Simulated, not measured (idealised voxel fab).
process module | voxel wiring stack
cross-section cut | 235 nm wide | cells 5 nm
A cross-section is a grid of square cells, given in bands from the top down. A band is one or more rows of cells.
Each band's line starts with the height of the band's top and of its bottom, in nm. Then come its materials from left to right, each with its width in nm. One material with "throughout" fills the band from edge to edge. "air" is empty space.
Height 0 is the level under which the wafer as received is all one material. The lowest band goes on downwards, as in "0 down".
A width such as "30 to 40" changes by the same amount from each row of cells to the next, from the band's top row to its bottom row.
"no change" after a step means that no cell of the cross-section changed.
closed voids: empty space of 8 cells or more with no open way to the top, each as width x height at its distance from the left edge, in nm
after a step's settings: what the simulator itself notes on the step
overlay nm, on a step with a mask: how far to the right of its planned place the mask lay; to the left if negative
plan
1 op RECEIVE | material Si
2 op CONFORMAL_DEP | material SiO2 | thk nm 15
3 op DIRECTIONAL_DEP | material TiN | thk nm 5
4 op DIRECTIONAL_DEP | material Ru | thk nm 25
5 op MASKED_ETCH | tone cover | mask id METAL_1 | width nm 20 | pitch nm 45 | etch materials Ru | depth nm 25 | overlay nm 0
6 op MASKED_ETCH | tone cover | mask id METAL_1 | width nm 20 | pitch nm 45 | etch materials TiN | depth nm 5 | overlay nm 0
7 op FILL_DEP | material SiO2 | thk nm 10
8 op CMP | height nm 45
9 op CONFORMAL_DEP | material SiCN | thk nm 5
10 op DIRECTIONAL_DEP | material lowk | thk nm 10
11 op DIRECTIONAL_DEP | material aC | thk nm 15
12 op PATTERN | tone open | mask id PLUG_1 | material resist | width nm 15 | pitch nm 90 | thk nm 35 | overlay nm 0
13 op DIRECTIONAL_ETCH | etch materials aC | depth nm 15
14 op STRIP | etch materials resist
15 op DIRECTIONAL_ETCH | etch materials lowk | depth nm 10
16 op DIRECTIONAL_ETCH | etch materials SiCN | depth nm 5
17 op STRIP | etch materials aC
18 op CONFORMAL_DEP | material TiN | thk nm 5
19 op FILL_DEP | material Cu | thk nm 10
20 op CMP | height nm 60
21 op DIRECTIONAL_DEP | material TiN | thk nm 5
22 op DIRECTIONAL_DEP | material W | thk nm 15
23 op MASKED_ETCH | tone cover | mask id METAL_2 | width nm 20 | pitch nm 45 | etch materials W | depth nm 15 | overlay nm 0
24 op MASKED_ETCH | tone cover | mask id METAL_2 | width nm 20 | pitch nm 45 | etch materials TiN | depth nm 5 | overlay nm 0
25 op CONFORMAL_DEP | material SiCN | thk nm 5
26 op FILL_DEP | material lowk | thk nm 10
27 op CMP | height nm 80
28 op CONFORMAL_DEP | material SiN | thk nm 5
as received, after step 1
  0 down: Si throughout
  closed voids: none
a wafer at the end: this start, this plan, one mistake
  85 to 80: SiN throughout
  80 to 65: lowk 35 | SiCN 5 | W 20 | SiCN 5 | lowk 15 | SiCN 5 | W 20 | SiCN 5 | lowk 15 | SiCN 5 | W 20 | SiCN 5 | lowk 15 | SiCN 5 | W 20 | SiCN 5 | lowk 35
  65 to 60: SiCN 40 | TiN 20 | SiCN 25 | TiN 20 | SiCN 25 | TiN 20 | SiCN 25 | TiN 20 | SiCN 40
  60 to 50: lowk 40 | TiN 5 | Cu 10 | TiN 5 | lowk 70 | TiN 5 | Cu 10 | TiN 5 | lowk 85
  50 to 45: SiCN 40 | TiN 20 | SiCN 70 | TiN 20 | SiCN 85
  45 to 20: SiO2 40 | Ru 20 | SiO2 25 | Ru 20 | SiO2 25 | Ru 20 | SiO2 25 | Ru 20 | SiO2 40
  20 to 15: SiO2 40 | TiN 20 | SiO2 25 | TiN 20 | SiO2 25 | TiN 20 | SiO2 25 | TiN 20 | SiO2 40
  15 to 0: SiO2 throughout
  0 down: Si throughout
  closed voids: none
what went wrong: step 12 ran as: op PATTERN | tone open | mask id PLUG_1 | material resist | width nm 20 | pitch nm 90 | thk nm 35 | overlay nm 0
